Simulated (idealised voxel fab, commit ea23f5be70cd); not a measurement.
Proc. module: voxel ribs on slabs
FYI the section here is cut, 275 nm wide, cells are 5 nm squares.
Just so we're on the same page, the cross-sections are grids of square cells, and they're listed out in bands top to bottom, each band one or more rows deep.
Each band's line starts with the height of the band's top and of its bottom, in nm. Then come its materials from left to right, each with its width in nm. One material with "everywhere" fills the band from edge to edge. "air" is empty space.
Zero point of the height axis is 0; under it, received wafer = one material. Lowest band: continues down indefinitely, "0..down".
The notation "30..40" denotes a width that varies across the rows of cells in the band, beginning at the first number in the top row, finishing at the second number in the bottom row, and changing by an identical amount from each row to the next.
No cell of the cross-section changed in a step that is given as "no change".
Reported under the label "Unvented voids" are the empty spaces having no open way to the top and comprising 8 cells or more; the notation for each is width x height at distance, in which the distance is measured from the left edge and all three values are in nm.
Whatever follows a step's settings on its line is a remark the simulator itself makes about that step.
"overlay nm" answers the question of how far to the right of plan the mask lay on a step that has a mask, and when it is negative the answer is to the left.

-- Below is the list of planned process steps
1) RECEIVE | material Si
2) DIRECTIONAL_DEP | material SiO2 | thk nm 30
3) DIRECTIONAL_DEP | material SiN | thk nm 20
4) DIRECTIONAL_DEP | material aC | thk nm 15
5) PATTERN | tone cover | mask id RIB | material resist | width nm 30 | thk nm 35 | overlay nm 0
6) DIRECTIONAL_ETCH | etch materials aC | depth nm 15
7) STRIP | etch materials resist
8) DIRECTIONAL_ETCH | etch materials SiN | depth nm 5
9) STRIP | etch materials aC
10) DIRECTIONAL_DEP | material aC | thk nm 10
11) PATTERN | tone cover | mask id SLAB | material resist | width nm 80 | thk nm 30 | overlay nm 0
12) DIRECTIONAL_ETCH | etch materials aC | depth nm 10
13) STRIP | etch materials resist
14) DIRECTIONAL_ETCH | etch materials SiN | depth nm 15
15) STRIP | etch materials aC
16) FILL_DEP | material SiO2 | thk nm 25
17) CMP | height nm 65
18) DIRECTIONAL_DEP | material TiN | thk nm 5
19) PATTERN | tone cover | mask id HEATER | material resist | width nm 40 | thk nm 20 | overlay nm 0
20) DIRECTIONAL_ETCH | etch materials TiN | depth nm 5
21) STRIP | etch materials resist
22) CONFORMAL_DEP | material SiO2 | thk nm 10

-- Wafer, first of two, run as planned

-- Wafer as received: cross-section following step 1
  0..down = Si everywhere
  Unvented voids: none

-- Cross-section through the wafer, step 2 finished
  30..0 = SiO2 everywhere
  All layers under 0 are left as they were.

-- Cross-section through the wafer, step 3 finished
  50..30 = SiN everywhere
  All layers under 30 are left as they were.

-- Cross-section through the wafer, step 4 finished
  65..50 = aC everywhere
  All layers under 50 are left as they were.

-- Cross-section through the wafer, step 5 finished
  100..65 = 120 air, 30 resist, 125 air
  All layers under 65 are left as they were.

-- Cross-section through the wafer, step 6 finished
  85..65 = 120 air, 30 resist, 125 air
  65..50 = 120 air, 30 aC, 125 air
  All layers under 50 are left as they were.

-- Cross-section through the wafer, step 7 finished
  65..50 = 120 air, 30 aC, 125 air
  All layers under 50 are left as they were.

-- Cross-section through the wafer, step 8 finished
  65..50 = 120 air, 30 aC, 125 air
  50..45 = 120 air, 30 SiN, 125 air
  All layers under 45 are left as they were.

-- Cross-section through the wafer, step 9 finished
  50..45 = 120 air, 30 SiN, 125 air
  All layers under 45 are left as they were.

-- Cross-section through the wafer, step 10 finished
  60..55 = 120 air, 30 aC, 125 air
  55..50 = aC everywhere
  50..45 = 120 aC, 30 SiN, 125 aC
  All layers under 45 are left as they were.

-- Cross-section through the wafer, step 11 finished
  90..60 = 95 air, 80 resist, 100 air
  60..55 = 95 air, 25 resist, 30 aC, 25 resist, 100 air
  All layers under 55 are left as they were.

-- Cross-section through the wafer, step 12 finished
  80..60 = 95 air, 80 resist, 100 air
  60..55 = 95 air, 25 resist, 30 aC, 25 resist, 100 air
  55..50 = 95 air, 80 aC, 100 air
  50..45 = 95 air, 25 aC, 30 SiN, 25 aC, 100 air
  All layers under 45 are left as they were.

-- Cross-section through the wafer, step 13 finished
  60..50 = 120..95 air, 30..80 aC, 125..100 air
  All layers under 50 are left as they were.

-- Cross-section through the wafer, step 14 finished
  60..50 = 120..95 air, 30..80 aC, 125..100 air
  50..45 = 95 air, 25 aC, 30 SiN, 25 aC, 100 air
  45..30 = 95 air, 80 SiN, 100 air
  All layers under 30 are left as they were.

-- Cross-section through the wafer, step 15 finished
  50..45 = 120 air, 30 SiN, 125 air
  All layers under 45 are left as they were.

-- Cross-section through the wafer, step 16 finished
  75..50 = SiO2 everywhere
  50..45 = 120 SiO2, 30 SiN, 125 SiO2
  45..30 = 95 SiO2, 80 SiN, 100 SiO2
  All layers under 30 are left as they were.

-- Cross-section through the wafer, step 17 finished
  65..50 = SiO2 everywhere
  All layers under 50 are left as they were.

-- Cross-section through the wafer, step 18 finished
  70..65 = TiN everywhere
  All layers under 65 are left as they were.

-- Cross-section through the wafer, step 19 finished
  90..70 = 115 air, 40 resist, 120 air
  All layers under 70 are left as they were.

-- Cross-section through the wafer, step 20 finished
  90..70 = 115 air, 40 resist, 120 air
  70..65 = 115 air, 40 TiN, 120 air
  All layers under 65 are left as they were.

-- Cross-section through the wafer, step 21 finished
  70..65 = 115 air, 40 TiN, 120 air
  All layers under 65 are left as they were.

-- Cross-section through the wafer, step 22 finished
  80..75 = 105 air, 60 SiO2, 110 air
  75..70 = SiO2 everywhere
  70..65 = 115 SiO2, 40 TiN, 120 SiO2
  All layers under 65 are left as they were.

-- Wafer two: like wafer one in start and plan, but with one mistake in execution; identical up to and including step 1

-- At the planned end of step 2, the second wafer in cross-section
  60..0 = SiO2 everywhere
  All layers under 0 are left as they were.

-- At the planned end of step 3, the second wafer in cross-section
  80..60 = SiN everywhere
  All layers under 60 are left as they were.

-- At the planned end of step 4, the second wafer in cross-section
  95..80 = aC everywhere
  All layers under 80 are left as they were.

-- At the planned end of step 5, the second wafer in cross-section
  130..95 = 120 air, 30 resist, 125 air
  All layers under 95 are left as they were.

-- At the planned end of step 6, the second wafer in cross-section
  115..95 = 120 air, 30 resist, 125 air
  95..80 = 120 air, 30 aC, 125 air
  All layers under 80 are left as they were.

-- At the planned end of step 7, the second wafer in cross-section
  95..80 = 120 air, 30 aC, 125 air
  All layers under 80 are left as they were.

-- At the planned end of step 8, the second wafer in cross-section
  95..80 = 120 air, 30 aC, 125 air
  80..75 = 120 air, 30 SiN, 125 air
  All layers under 75 are left as they were.

-- At the planned end of step 9, the second wafer in cross-section
  80..75 = 120 air, 30 SiN, 125 air
  All layers under 75 are left as they were.

-- At the planned end of step 10, the second wafer in cross-section
  90..85 = 120 air, 30 aC, 125 air
  85..80 = aC everywhere
  80..75 = 120 aC, 30 SiN, 125 aC
  All layers under 75 are left as they were.

-- At the planned end of step 11, the second wafer in cross-section
  120..90 = 95 air, 80 resist, 100 air
  90..85 = 95 air, 25 resist, 30 aC, 25 resist, 100 air
  All layers under 85 are left as they were.

-- At the planned end of step 12, the second wafer in cross-section
  110..90 = 95 air, 80 resist, 100 air
  90..85 = 95 air, 25 resist, 30 aC, 25 resist, 100 air
  85..80 = 95 air, 80 aC, 100 air
  80..75 = 95 air, 25 aC, 30 SiN, 25 aC, 100 air
  All layers under 75 are left as they were.

-- At the planned end of step 13, the second wafer in cross-section
  90..80 = 120..95 air, 30..80 aC, 125..100 air
  All layers under 80 are left as they were.

-- At the planned end of step 14, the second wafer in cross-section
  90..80 = 120..95 air, 30..80 aC, 125..100 air
  80..75 = 95 air, 25 aC, 30 SiN, 25 aC, 100 air
  75..60 = 95 air, 80 SiN, 100 air
  All layers under 60 are left as they were.

-- At the planned end of step 15, the second wafer in cross-section
  80..75 = 120 air, 30 SiN, 125 air
  All layers under 75 are left as they were.

-- At the planned end of step 16, the second wafer in cross-section
  105..80 = SiO2 everywhere
  80..75 = 120 SiO2, 30 SiN, 125 SiO2
  75..60 = 95 SiO2, 80 SiN, 100 SiO2
  All layers under 60 are left as they were.

-- At the planned end of step 17, the second wafer in cross-section
  65..60 = 95 SiO2, 80 SiN, 100 SiO2
  All layers under 60 are left as they were.

-- At the planned end of step 18, the second wafer in cross-section
  70..65 = TiN everywhere
  All layers under 65 are left as they were.

-- At the planned end of step 19, the second wafer in cross-section
  90..70 = 115 air, 40 resist, 120 air
  All layers under 70 are left as they were.

-- At the planned end of step 20, the second wafer in cross-section
  90..70 = 115 air, 40 resist, 120 air
  70..65 = 115 air, 40 TiN, 120 air
  All layers under 65 are left as they were.

-- At the planned end of step 21, the second wafer in cross-section
  70..65 = 115 air, 40 TiN, 120 air
  All layers under 65 are left as they were.

-- At the planned end of step 22, the second wafer in cross-section
  80..75 = 105 air, 60 SiO2, 110 air
  75..70 = SiO2 everywhere
  70..65 = 115 SiO2, 40 TiN, 120 SiO2
  All layers under 65 are left as they were.
what went wrong: it should be noted that step 2 of the plan was executed twice
Materials where the second wafer ends with more or fewer cells than the first: 38 fewer of SiN | 38 more of SiO2
